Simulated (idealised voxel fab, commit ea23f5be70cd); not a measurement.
process module | voxel ribs on slabs
cross-section cut | 145 nm wide | cells 5 nm
A cross-section is a grid of square cells, given in bands from the top down. A band is one or more rows of cells.
Each band's line starts with the height of the band's top and of its bottom, in nm. Then come its materials from left to right, each with its width in nm. One material with "throughout" fills the band from edge to edge. "air" is empty space.
Height 0 is the level under which the wafer as received is all one material. The lowest band goes on downwards, as in "0 down".
A width such as "30 to 40" changes by the same amount from each row of cells to the next, from the band's top row to its bottom row.
"no change" after a step means that no cell of the cross-section changed.
closed voids: empty space of 8 cells or more with no open way to the top, each as width x height at its distance from the left edge, in nm
after a step's settings: what the simulator itself notes on the step
overlay nm, on a step with a mask: how far to the right of its planned place the mask lay; to the left if negative
plan
1 op RECEIVE | material Si
2 op DIRECTIONAL_DEP | material SiO2 | thk nm 25
3 op DIRECTIONAL_DEP | material polySi | thk nm 5
4 op DIRECTIONAL_DEP | material aC | thk nm 15
5 op PATTERN | tone cover | mask id RIB | material resist | width nm 25 | thk nm 35 | overlay nm 0
6 op DIRECTIONAL_ETCH | etch materials aC | depth nm 15
7 op STRIP | etch materials resist
8 op DIRECTIONAL_ETCH | etch materials polySi | depth nm 10
9 op STRIP | etch materials aC
10 op DIRECTIONAL_DEP | material aC | thk nm 10
11 op PATTERN | tone cover | mask id SLAB | material resist | width nm 85 | thk nm 25 | overlay nm 0
12 op DIRECTIONAL_ETCH | etch materials aC | depth nm 10
13 op STRIP | etch materials resist
14 op DIRECTIONAL_ETCH | etch materials polySi | depth nm 5
15 op STRIP | etch materials aC
16 op FILL_DEP | material SiO2 | thk nm 20
17 op CMP | height nm 50
18 op DIRECTIONAL_DEP | material W | thk nm 10
19 op PATTERN | tone cover | mask id HEATER | material resist | width nm 35 | thk nm 15 | overlay nm 0
20 op DIRECTIONAL_ETCH | etch materials W | depth nm 10
21 op STRIP | etch materials resist
22 op CONFORMAL_DEP | material SiN | thk nm 10
varied across the wafers: thk nm of step 3. The plan shows the first wafer's value. All wafers start alike
first wafer as received, after step 1
  0 down: Si throughout
  closed voids: none
each wafer at the end: cells of each material gained (+) or lost (-) since it was received, then its closed voids
thk nm 5 | +66 SiN | +285 SiO2 | +14 W | +5 polySi | closed voids: none
thk nm 10 | +66 SiN | +280 SiO2 | +14 W | +10 polySi | closed voids: none
thk nm 15 | +66 SiN | +263 SiO2 | +14 W | +27 polySi | closed voids: none
thk nm 20 | +66 SiN | +234 SiO2 | +14 W | +56 polySi | closed voids: none
thk nm 25 | +66 SiN | +205 SiO2 | +14 W | +85 polySi | closed voids: none
thk nm 30 | +66 SiN | +181 SiO2 | +14 W | +109 polySi | closed voids: none
